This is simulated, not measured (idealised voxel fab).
Proc. module: voxel lift off
The figure presents cross-section cut, which has a width of 150 nm and is divided into square cells with an edge length of 5 nm.
If you're reading a cross-section in this doc, picture square cells in a grid; it comes to you as bands, top ones listed first down to the bottom, and a band can be one or more rows of cells.
For a band, the entry starts with two heights in nm, that of the top and then that of the bottom, and carries on with the band's materials in order from left to right, each alongside its width in nm; the word "full width" beside a single material means it fills the band edge to edge, and "air" means empty space.
A quick word on heights: they are counted from 0, and under that level the wafer as it came to us is one material throughout. The lowest band is different from the rest in having no bottom; it simply continues downward, written as in "0 nm and below".
A width given as "30->40" starts at the first number in the band's top row and ends at the second number in its bottom row, shifting by an equal amount at every step from row to row.
Reading "remains unaltered" for a step: not a cell of the cross-section changed in it.
In "Closed cavities" the enclosed voids are listed, meaning empty spaces of 8 cells or larger without any opening to the top. The form is width x height at distance, distance from the left edge, units nm.
Formally, on a step line, whatever follows the settings is a remark that the simulator itself makes on the step.
A step line may carry the setting "overlay nm", which, for steps involving a mask, states the distance by which the mask lay to the right of its intended position; negative values denote displacement to the left.
[Process steps - plan]
1,RECEIVE with material Si
2,CONFORMAL_DEP with material SiO2, thk nm 15
3,PATTERN with tone open, mask id LINES, material resist, width nm 25, pitch nm 45, thk nm 20, overlay nm -15
4,DIRECTIONAL_DEP with material Ru, thk nm 5
5,STRIP with etch materials resist
6,CONFORMAL_DEP with material SiN, thk nm 5
The overlay nm used in step 3 is not the same on every wafer, whereas the starting condition is; the value printed in the plan is the first wafer's.
[This is how the first of several wafers looked in cross-section when it arrived, which is after step 1]
> 0 nm and below = Si full width
> Closed cavities: none
[End of module: cross-section of the first of several wafers after step 6, the last step]
> 25 nm to 20 nm = air 20 | SiN 35 | air 10 | SiN 35 | air 50
> 20 nm to 15 nm = SiN 25 | Ru 25 | SiN 20 | Ru 25 | SiN 55
> 15 nm to 0 nm = SiO2 full width
> 0 nm and below = Si full width
> Closed cavities: none
[Last wafer of the set, cross-sectioned at end of module]
> 25 nm to 20 nm = air 50 | SiN 35 | air 10 | SiN 35 | air 20
> 20 nm to 15 nm = SiN 55 | Ru 25 | SiN 20 | Ru 25 | SiN 25
> 15 nm to 0 nm = SiO2 full width
> 0 nm and below = Si full width
> Closed cavities: none
[Here is how to read the rows: every wafer has a row, and it shows the wafer at the end of the module, giving for each material how many cells were gained (+) or lost (-) since the wafer was received, then listing its closed voids]
overlay nm -15 | +10 Ru | +34 SiN | +90 SiO2 | Closed cavities: none
overlay nm -10 | +10 Ru | +34 SiN | +90 SiO2 | Closed cavities: none
overlay nm -5 | +10 Ru | +34 SiN | +90 SiO2 | Closed cavities: none
overlay nm 0 | +10 Ru | +34 SiN | +90 SiO2 | Closed cavities: none
overlay nm 5 | +10 Ru | +34 SiN | +90 SiO2 | Closed cavities: none
overlay nm 10 | +10 Ru | +34 SiN | +90 SiO2 | Closed cavities: none
overlay nm 15 | +10 Ru | +34 SiN | +90 SiO2 | Closed cavities: none
